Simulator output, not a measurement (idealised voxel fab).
A process module follows: voxel gate over fins.
This is section cut - it's 270 nm across, gridded in 5 nm square cells.
Square cells in a grid make up a cross-section in this document, and the grid is given as bands, listed from the top down, each one or more rows of cells.
Each band's line starts with the height of the band's top and of its bottom, in nm. Then come its materials from left to right, each with its width in nm. One material with "full width" fills the band from edge to edge. "blank" is empty space.
Height 0 is the level under which the wafer as received is all one material. The lowest band goes on downwards, as in "from 0 down".
Width: "30 to 40" (first number = top row, second number = bottom row, same change from row to row of cells).
Step marked "remained unchanged"? Then no cell in the cross-section changed in it.
Voids not open to the top, 8 cells minimum: see "Closed cavities". Written width x height at distance; distance is from the left edge; nm.
Formally, on a step line, whatever follows the settings is a remark that the simulator itself makes on the step.
overlay nm: right-of-plan distance of the mask on a masked step; negative values mean left-of-plan.

-- Planned process steps
step 1: op RECEIVE | material Si
step 2: op CONFORMAL_DEP | material SiN | thk nm 10
step 3: op MASKED_ETCH | tone cover | mask id FINS | width nm 15 | pitch nm 45 | etch materials SiN | depth nm 10 | overlay nm 0
step 4: op MASKED_ETCH | tone cover | mask id FINS | width nm 15 | pitch nm 45 | etch materials Si | depth nm 35 | overlay nm 0
step 5: op FILL_DEP | material SiO2 | thk nm 15
step 6: op CMP | height nm 10
step 7: op SELECTIVE_ETCH | etch materials SiO2 | depth nm 20
step 8: op STRIP | etch materials SiN
step 9: op CONFORMAL_DEP | material HfO2 | thk nm 5
step 10: op CONFORMAL_DEP | material TiN | thk nm 5
step 11: op FILL_DEP | material W | thk nm 10
step 12: op CMP | height nm 15
step 13: op CONFORMAL_DEP | material SiCN | thk nm 5

-- First wafer out of two, processed as planned

-- Cross-section of the wafer as it came to us, i.e., already through step 1
    from 0 down: Si full width
    Closed cavities: none

-- How the wafer stands in section after step 2
    from 10 to 0: SiN full width
    Beneath the level 0, the cross-section is identical to its previous state.

-- How the wafer stands in section after step 3
    from 10 to 0: 60 blank / 15 SiN / 30 blank / 15 SiN / 30 blank / 15 SiN / 30 blank / 15 SiN / 60 blank
    Beneath the level 0, the cross-section is identical to its previous state.

-- How the wafer stands in section after step 4
    from 10 to 0: 60 blank / 15 SiN / 30 blank / 15 SiN / 30 blank / 15 SiN / 30 blank / 15 SiN / 60 blank
    from 0 to -35: 60 blank / 15 Si / 30 blank / 15 Si / 30 blank / 15 Si / 30 blank / 15 Si / 60 blank
    Beneath the level -35, the cross-section is identical to its previous state.

-- How the wafer stands in section after step 5
    from 25 to 10: SiO2 full width
    from 10 to 0: 60 SiO2 / 15 SiN / 30 SiO2 / 15 SiN / 30 SiO2 / 15 SiN / 30 SiO2 / 15 SiN / 60 SiO2
    from 0 to -35: 60 SiO2 / 15 Si / 30 SiO2 / 15 Si / 30 SiO2 / 15 Si / 30 SiO2 / 15 Si / 60 SiO2
    Beneath the level -35, the cross-section is identical to its previous state.

-- How the wafer stands in section after step 6
    from 10 to 0: 60 SiO2 / 15 SiN / 30 SiO2 / 15 SiN / 30 SiO2 / 15 SiN / 30 SiO2 / 15 SiN / 60 SiO2
    Beneath the level 0, the cross-section is identical to its previous state.

-- How the wafer stands in section after step 7
    from 10 to 0: 60 blank / 15 SiN / 30 blank / 15 SiN / 30 blank / 15 SiN / 30 blank / 15 SiN / 60 blank
    from 0 to -10: 60 blank / 15 Si / 30 blank / 15 Si / 30 blank / 15 Si / 30 blank / 15 Si / 60 blank
    Beneath the level -10, the cross-section is identical to its previous state.

-- How the wafer stands in section after step 8
    from 0 to -10: 60 blank / 15 Si / 30 blank / 15 Si / 30 blank / 15 Si / 30 blank / 15 Si / 60 blank
    Beneath the level -10, the cross-section is identical to its previous state.

-- How the wafer stands in section after step 9
    from 5 to 0: 55 blank / 25 HfO2 / 20 blank / 25 HfO2 / 20 blank / 25 HfO2 / 20 blank / 25 HfO2 / 55 blank
    from 0 to -5: 55 blank / 5 HfO2 / 15 Si / 5 HfO2 / 20 blank / 5 HfO2 / 15 Si / 5 HfO2 / 20 blank / 5 HfO2 / 15 Si / 5 HfO2 / 20 blank / 5 HfO2 / 15 Si / 5 HfO2 / 55 blank
    from -5 to -10: 60 HfO2 / 15 Si / 30 HfO2 / 15 Si / 30 HfO2 / 15 Si / 30 HfO2 / 15 Si / 60 HfO2
    Beneath the level -10, the cross-section is identical to its previous state.

-- How the wafer stands in section after step 10
    from 10 to 5: 50 blank / 35 TiN / 10 blank / 35 TiN / 10 blank / 35 TiN / 10 blank / 35 TiN / 50 blank
    from 5 to 0: 50 blank / 5 TiN / 25 HfO2 / 5 TiN / 10 blank / 5 TiN / 25 HfO2 / 5 TiN / 10 blank / 5 TiN / 25 HfO2 / 5 TiN / 10 blank / 5 TiN / 25 HfO2 / 5 TiN / 50 blank
    from 0 to -5: 55 TiN / 5 HfO2 / 15 Si / 5 HfO2 / 20 TiN / 5 HfO2 / 15 Si / 5 HfO2 / 20 TiN / 5 HfO2 / 15 Si / 5 HfO2 / 20 TiN / 5 HfO2 / 15 Si / 5 HfO2 / 55 TiN
    Beneath the level -5, the cross-section is identical to its previous state.

-- How the wafer stands in section after step 11
    from 20 to 10: W full width
    from 10 to 5: 50 W / 35 TiN / 10 W / 35 TiN / 10 W / 35 TiN / 10 W / 35 TiN / 50 W
    from 5 to 0: 50 W / 5 TiN / 25 HfO2 / 5 TiN / 10 W / 5 TiN / 25 HfO2 / 5 TiN / 10 W / 5 TiN / 25 HfO2 / 5 TiN / 10 W / 5 TiN / 25 HfO2 / 5 TiN / 50 W
    Beneath the level 0, the cross-section is identical to its previous state.

-- How the wafer stands in section after step 12
    from 15 to 10: W full width
    Beneath the level 10, the cross-section is identical to its previous state.

-- How the wafer stands in section after step 13
    from 20 to 15: SiCN full width
    Beneath the level 15, the cross-section is identical to its previous state.

-- Wafer two. Same start, same plan, one slip in execution. Same as wafer one through step 8, inclusive

-- Second wafer, cross-section, planned end of step 9
    from 5 to 0: 55 blank / 25 TiN / 20 blank / 25 TiN / 20 blank / 25 TiN / 20 blank / 25 TiN / 55 blank
    from 0 to -5: 55 blank / 5 TiN / 15 Si / 5 TiN / 20 blank / 5 TiN / 15 Si / 5 TiN / 20 blank / 5 TiN / 15 Si / 5 TiN / 20 blank / 5 TiN / 15 Si / 5 TiN / 55 blank
    from -5 to -10: 60 TiN / 15 Si / 30 TiN / 15 Si / 30 TiN / 15 Si / 30 TiN / 15 Si / 60 TiN
    Beneath the level -10, the cross-section is identical to its previous state.

-- Second wafer, cross-section, planned end of step 10
    from 10 to 5: 50 blank / 35 HfO2 / 10 blank / 35 HfO2 / 10 blank / 35 HfO2 / 10 blank / 35 HfO2 / 50 blank
    from 5 to 0: 50 blank / 5 HfO2 / 25 TiN / 5 HfO2 / 10 blank / 5 HfO2 / 25 TiN / 5 HfO2 / 10 blank / 5 HfO2 / 25 TiN / 5 HfO2 / 10 blank / 5 HfO2 / 25 TiN / 5 HfO2 / 50 blank
    from 0 to -5: 55 HfO2 / 5 TiN / 15 Si / 5 TiN / 20 HfO2 / 5 TiN / 15 Si / 5 TiN / 20 HfO2 / 5 TiN / 15 Si / 5 TiN / 20 HfO2 / 5 TiN / 15 Si / 5 TiN / 55 HfO2
    Beneath the level -5, the cross-section is identical to its previous state.

-- Second wafer, cross-section, planned end of step 11
    from 20 to 10: W full width
    from 10 to 5: 50 W / 35 HfO2 / 10 W / 35 HfO2 / 10 W / 35 HfO2 / 10 W / 35 HfO2 / 50 W
    from 5 to 0: 50 W / 5 HfO2 / 25 TiN / 5 HfO2 / 10 W / 5 HfO2 / 25 TiN / 5 HfO2 / 10 W / 5 HfO2 / 25 TiN / 5 HfO2 / 10 W / 5 HfO2 / 25 TiN / 5 HfO2 / 50 W
    Beneath the level 0, the cross-section is identical to its previous state.

-- Second wafer, cross-section, planned end of step 12
    from 15 to 10: W full width
    Beneath the level 10, the cross-section is identical to its previous state.

-- Second wafer, cross-section, planned end of step 13
    from 20 to 15: SiCN full width
    Beneath the level 15, the cross-section is identical to its previous state.
Deviation from plan: mixed up steps 9 and 10 - ran each in the other's place
If you tally the cells, the second wafer ends up with the same amount of every material as the first; it's all just sitting in different places.
